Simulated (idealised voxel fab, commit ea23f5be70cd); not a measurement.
process module | voxel double patterning
cross-section cut | 240 nm wide | cells 5 nm
A cross-section is a grid of square cells, given in bands from the top down. A band is one or more rows of cells.
Each band's line starts with the height of the band's top and of its bottom, in nm. Then come its materials from left to right, each with its width in nm. One material with "throughout" fills the band from edge to edge. "air" is empty space.
Height 0 is the level under which the wafer as received is all one material. The lowest band goes on downwards, as in "0 down".
A width such as "30 to 40" changes by the same amount from each row of cells to the next, from the band's top row to its bottom row.
"no change" after a step means that no cell of the cross-section changed.
closed voids: empty space of 8 cells or more with no open way to the top, each as width x height at its distance from the left edge, in nm
after a step's settings: what the simulator itself notes on the step
overlay nm, on a step with a mask: how far to the right of its planned place the mask lay; to the left if negative
plan
1 op RECEIVE | material Si
2 op CONFORMAL_DEP | material SiN | thk nm 5
3 op DIRECTIONAL_DEP | material SiO2 | thk nm 10
4 op DIRECTIONAL_DEP | material SiCN | thk nm 10
5 op PATTERN | tone open | mask id FIRST | material resist | width nm 15 | pitch nm 50 | thk nm 15 | overlay nm 0
6 op DIRECTIONAL_ETCH | etch materials SiCN | depth nm 10
7 op STRIP | etch materials resist
8 op MASKED_ETCH | tone open | mask id SECOND | width nm 15 | pitch nm 50 | etch materials SiCN | depth nm 10 | overlay nm 0
9 op DIRECTIONAL_ETCH | etch materials SiO2 | depth nm 10
10 op STRIP | etch materials SiCN
first wafer, as planned
as received, after step 1
  0 down: Si throughout
  closed voids: none
after step 2
  5 to 0: SiN throughout
  below 0: unchanged
after step 3
  15 to 5: SiO2 throughout
  below 5: unchanged
after step 4
  25 to 15: SiCN throughout
  below 15: unchanged
after step 5
  40 to 25: resist 60 | air 15 | resist 35 | air 15 | resist 35 | air 15 | resist 65
  below 25: unchanged
after step 6
  40 to 25: resist 60 | air 15 | resist 35 | air 15 | resist 35 | air 15 | resist 65
  25 to 15: SiCN 60 | air 15 | SiCN 35 | air 15 | SiCN 35 | air 15 | SiCN 65
  below 15: unchanged
after step 7
  25 to 15: SiCN 60 | air 15 | SiCN 35 | air 15 | SiCN 35 | air 15 | SiCN 65
  below 15: unchanged
after step 8
  25 to 15: SiCN 60 | air 15 | SiCN 10 | air 15 | SiCN 10 | air 15 | SiCN 10 | air 15 | SiCN 10 | air 15 | SiCN 65
  below 15: unchanged
after step 9
  25 to 15: SiCN 60 | air 15 | SiCN 10 | air 15 | SiCN 10 | air 15 | SiCN 10 | air 15 | SiCN 10 | air 15 | SiCN 65
  15 to 5: SiO2 60 | air 15 | SiO2 10 | air 15 | SiO2 10 | air 15 | SiO2 10 | air 15 | SiO2 10 | air 15 | SiO2 65
  below 5: unchanged
after step 10
  15 to 5: SiO2 60 | air 15 | SiO2 10 | air 15 | SiO2 10 | air 15 | SiO2 10 | air 15 | SiO2 10 | air 15 | SiO2 65
  below 5: unchanged
second wafer: like start, like plan, one mistake. Through step 7 it matches the first wafer
when step 8 should have ended
  25 to 15: air 85 | SiCN 15 | air 35 | SiCN 15 | air 90
  below 15: unchanged
when step 9 should have ended
  25 to 15: air 85 | SiCN 15 | air 35 | SiCN 15 | air 90
  15 to 5: air 85 | SiO2 15 | air 35 | SiO2 15 | air 90
  below 5: unchanged
when step 10 should have ended
  15 to 5: air 85 | SiO2 15 | air 35 | SiO2 15 | air 90
  below 5: unchanged
what went wrong: step 8 ran as: op MASKED_ETCH | tone cover | mask id SECOND | width nm 15 | pitch nm 50 | etch materials SiCN | depth nm 10 | overlay nm 0
at the end the second wafer has, in cells: 54 fewer of SiO2
